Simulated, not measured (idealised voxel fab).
Process module, titled voxel ribs on slabs
Section shown: cut. Width: 220 nm. Cell size: 5 nm, square.
In this document a cross-section is written as a grid of square cells. It is given as a series of bands, listed from the top down, and a band is one or more rows of cells. Read a band's entry like this: the first values are the height of its top and the height of its bottom in nm, and what follows is the sequence of materials from left to right, each with its width in nm. Note that "empty" is empty space, and that a single material marked "full width" reaches across the band from edge to edge. We count height from 0. Below that, the starting wafer is all one material. The lowest band never ends at the bottom but goes on down; see "z 0 and below" for how that is written. The two numbers in a width such as "30..40" mark its ends across the band: the first belongs to the top row of cells, the second to the bottom row, and from each row to the next the width moves by the same amount. The designation "left unchanged", where it is given for a processing step, indicates that no cell of the cross-section was altered in the course of that step. Entry "Enclosed void listing". Content: empty spaces with no open connection to the top, size 8 cells or greater. Each: width x height at distance. Distance: from left edge. Unit: nm. Heads up: the bit after the settings on a step's line is the simulator's remark on that step. "overlay nm" denotes, for a step that has a mask, the displacement of the mask to the right of its planned place, with negative values corresponding to the left.
Process steps - plan:
- 1: RECEIVE | material Si
- 2: DIRECTIONAL_DEP | material SiO2 | thk nm 20
- 3: DIRECTIONAL_DEP | material SiN | thk nm 25
- 4: DIRECTIONAL_DEP | material aC | thk nm 15
- 5: PATTERN | tone cover | mask id RIB | material resist | width nm 15 | thk nm 30 | overlay nm 0
- 6: DIRECTIONAL_ETCH | etch materials aC | depth nm 15
- 7: STRIP | etch materials resist
- 8: DIRECTIONAL_ETCH | etch materials SiN | depth nm 20
- 9: STRIP | etch materials aC
- 10: DIRECTIONAL_DEP | material aC | thk nm 10
- 11: PATTERN | tone cover | mask id SLAB | material resist | width nm 45 | thk nm 30 | overlay nm 0
- 12: DIRECTIONAL_ETCH | etch materials aC | depth nm 10
- 13: STRIP | etch materials resist
- 14: DIRECTIONAL_ETCH | etch materials SiN | depth nm 5
- 15: STRIP | etch materials aC
- 16: FILL_DEP | material SiO2 | thk nm 25
- 17: CMP | height nm 60
- 18: DIRECTIONAL_DEP | material TiN | thk nm 5
- 19: MASKED_ETCH | tone cover | mask id HEATER | width nm 25 | etch materials TiN | depth nm 5 | overlay nm 0
- 20: CONFORMAL_DEP | material SiO2 | thk nm 10
Wafer as received: cross-section following step 1:
	z 0 and below | Si full width
	Enclosed void listing: none
Module complete - cross-section of the first of two wafers, run according to plan:
	z 75 to 70 | empty: 85, then SiO2: 45, then empty: 90
	z 70 to 65 | SiO2 full width
	z 65 to 60 | SiO2: 95, then TiN: 25, then SiO2: 100
	z 60 to 45 | SiO2 full width
	z 45 to 25 | SiO2: 100, then SiN: 15, then SiO2: 105
	z 25 to 20 | SiO2: 85, then SiN: 45, then SiO2: 90
	z 20 to 0 | SiO2 full width
	z 0 and below | Si full width
	Enclosed void listing: none
Wafer two, sectioned after the module: the first wafer's start, the first wafer's plan, and one mistake in how it was run:
	z 75 to 70 | empty: 85, then SiO2: 45, then empty: 90
	z 70 to 65 | SiO2 full width
	z 65 to 60 | SiO2: 95, then TiN: 25, then SiO2: 100
	z 60 to 25 | SiO2 full width
	z 25 to 0 | SiN full width
	z 0 and below | Si full width
	Enclosed void listing: none
Run error: steps 2 and 3 got flipped, so each one ran where the other should have
Final tally in cells, some materials are higher or lower on the second wafer than on the first: SiN: 199 more | SiO2: 199 fewer
